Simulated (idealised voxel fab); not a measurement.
process module | voxel wiring stack
cross-section cut | 200 nm wide | cells 5 nm
A cross-section is a grid of square cells, given in bands from the top down. A band is one or more rows of cells.
Each band's line starts with the height of the band's top and of its bottom, in nm. Then come its materials from left to right, each with its width in nm. One material with "throughout" fills the band from edge to edge. "air" is empty space.
Height 0 is the level under which the wafer as received is all one material. The lowest band goes on downwards, as in "0 down".
A width such as "30 to 40" changes by the same amount from each row of cells to the next, from the band's top row to its bottom row.
"no change" after a step means that no cell of the cross-section changed.
closed voids: empty space of 8 cells or more with no open way to the top, each as width x height at its distance from the left edge, in nm
after a step's settings: what the simulator itself notes on the step
overlay nm, on a step with a mask: how far to the right of its planned place the mask lay; to the left if negative
plan
1 op RECEIVE | material Si
2 op CONFORMAL_DEP | material SiO2 | thk nm 15
3 op DIRECTIONAL_DEP | material TiN | thk nm 5
4 op DIRECTIONAL_DEP | material Ru | thk nm 15
5 op MASKED_ETCH | tone cover | mask id METAL_1 | width nm 25 | pitch nm 50 | etch materials Ru | depth nm 15 | overlay nm 0
6 op MASKED_ETCH | tone cover | mask id METAL_1 | width nm 25 | pitch nm 50 | etch materials TiN | depth nm 5 | overlay nm 0
7 op CONFORMAL_DEP | material SiCN | thk nm 5
8 op FILL_DEP | material SiO2 | thk nm 5
9 op CMP | height nm 35
10 op CONFORMAL_DEP | material SiCN | thk nm 5
11 op DIRECTIONAL_DEP | material SiO2 | thk nm 20
12 op DIRECTIONAL_DEP | material aC | thk nm 10
13 op PATTERN | tone open | mask id PLUG_1 | material resist | width nm 15 | pitch nm 50 | thk nm 25 | overlay nm 0
14 op DIRECTIONAL_ETCH | etch materials aC | depth nm 10
15 op STRIP | etch materials resist
16 op DIRECTIONAL_ETCH | etch materials SiO2 | depth nm 20
17 op DIRECTIONAL_ETCH | etch materials SiCN | depth nm 5
18 op STRIP | etch materials aC
19 op EPI | material Ru | thk nm 10
20 op EPI | material Ru | thk nm 10
21 op EPI | material Ru | thk nm 5
22 op DIRECTIONAL_DEP | material TiN | thk nm 5
23 op DIRECTIONAL_DEP | material Ru | thk nm 20
24 op MASKED_ETCH | tone cover | mask id METAL_2 | width nm 25 | pitch nm 50 | etch materials Ru | depth nm 20 | overlay nm 0
25 op MASKED_ETCH | tone cover | mask id METAL_2 | width nm 25 | pitch nm 50 | etch materials TiN | depth nm 5 | overlay nm 0
26 op CONFORMAL_DEP | material SiN | thk nm 5
27 op FILL_DEP | material SiO2 | thk nm 10
28 op CMP | height nm 85
29 op CONFORMAL_DEP | material SiCN | thk nm 5
30 op DIRECTIONAL_DEP | material lowk | thk nm 15
31 op PATTERN | tone open | mask id PLUG_2 | material resist | width nm 15 | thk nm 15 | overlay nm 0
32 op DIRECTIONAL_ETCH | etch materials lowk | depth nm 15
33 op DIRECTIONAL_ETCH | etch materials SiCN | depth nm 5
34 op STRIP | etch materials resist
35 op CONFORMAL_DEP | material TiN | thk nm 5
36 op FILL_DEP | material Cu | thk nm 10
37 op CMP | height nm 105
38 op DIRECTIONAL_DEP | material TiN | thk nm 5
39 op DIRECTIONAL_DEP | material Ru | thk nm 15
40 op MASKED_ETCH | tone cover | mask id METAL_3 | width nm 25 | pitch nm 50 | etch materials Ru | depth nm 15 | overlay nm 0
41 op MASKED_ETCH | tone cover | mask id METAL_3 | width nm 25 | pitch nm 50 | etch materials TiN | depth nm 5 | overlay nm 0
42 op CONFORMAL_DEP | material SiCN | thk nm 5
43 op FILL_DEP | material lowk | thk nm 10
44 op CMP | height nm 125
45 op CONFORMAL_DEP | material SiCN | thk nm 5
as received, after step 1
  0 down: Si throughout
  closed voids: none
first wafer at the end, as planned
  130 to 125: SiCN throughout
  125 to 110: lowk 55 | SiCN 5 | Ru 25 | SiCN 5 | lowk 15 | SiCN 5 | Ru 25 | SiCN 5 | lowk 60
  110 to 105: SiCN 60 | TiN 25 | SiCN 25 | TiN 25 | SiCN 65
  105 to 90: lowk 60 | TiN 5 | Cu 5 | TiN 5 | lowk 125
  90 to 85: SiCN 60 | TiN 15 | SiCN 125
  85 to 65: SiO2 55 | SiN 5 | Ru 25 | SiN 5 | SiO2 15 | SiN 5 | Ru 25 | SiN 5 | SiO2 60
  65 to 60: SiN 60 | TiN 25 | SiN 25 | TiN 25 | SiN 65
  60 to 40: SiO2 60 | Ru 15 | SiO2 35 | Ru 15 | SiO2 75
  40 to 35: SiCN 60 | Ru 15 | SiCN 35 | Ru 15 | SiCN 75
  35 to 20: SiO2 55 | SiCN 5 | Ru 25 | SiCN 5 | SiO2 15 | SiCN 5 | Ru 25 | SiCN 5 | SiO2 60
  20 to 15: SiCN 60 | TiN 25 | SiCN 25 | TiN 25 | SiCN 65
  15 to 0: SiO2 throughout
  0 down: Si throughout
  closed voids: none
second wafer at the end: like start, like plan, one mistake
  130 to 125: SiCN throughout
  125 to 110: lowk 55 | SiCN 5 | Ru 25 | SiCN 5 | lowk 15 | SiCN 5 | Ru 25 | SiCN 5 | lowk 60
  110 to 105: SiCN 60 | TiN 25 | SiCN 25 | TiN 25 | SiCN 65
  105 to 90: lowk 60 | TiN 5 | Cu 5 | TiN 5 | lowk 125
  90 to 85: SiCN 60 | TiN 15 | SiCN 125
  85 to 70: SiO2 55 | SiN 5 | Ru 25 | SiN 5 | SiO2 15 | SiN 5 | Ru 25 | SiN 5 | SiO2 60
  70 to 65: SiO2 55 | SiN 5 | Ru 25 | SiN 15 | SiO2 5 | SiN 5 | Ru 25 | SiN 15 | SiO2 50
  65 to 60: SiN 60 | TiN 35 | SiN 15 | TiN 35 | SiN 55
  60 to 40: SiO2 60 | Ru 15 | SiO2 35 | Ru 15 | SiO2 75
  40 to 35: SiCN 60 | Ru 15 | SiCN 35 | Ru 15 | SiCN 75
  35 to 20: SiO2 55 | SiCN 5 | Ru 25 | SiCN 5 | SiO2 15 | SiCN 5 | Ru 25 | SiCN 5 | SiO2 60
  20 to 15: SiCN 60 | TiN 25 | SiCN 25 | TiN 25 | SiCN 65
  15 to 0: SiO2 throughout
  0 down: Si throughout
  closed voids: none
what went wrong: step 25 ran as: op MASKED_ETCH | tone cover | mask id METAL_2 | width nm 25 | pitch nm 50 | etch materials TiN | depth nm 5 | overlay nm 10
at the end the second wafer has, in cells: 4 fewer of SiO2 | 4 more of TiN
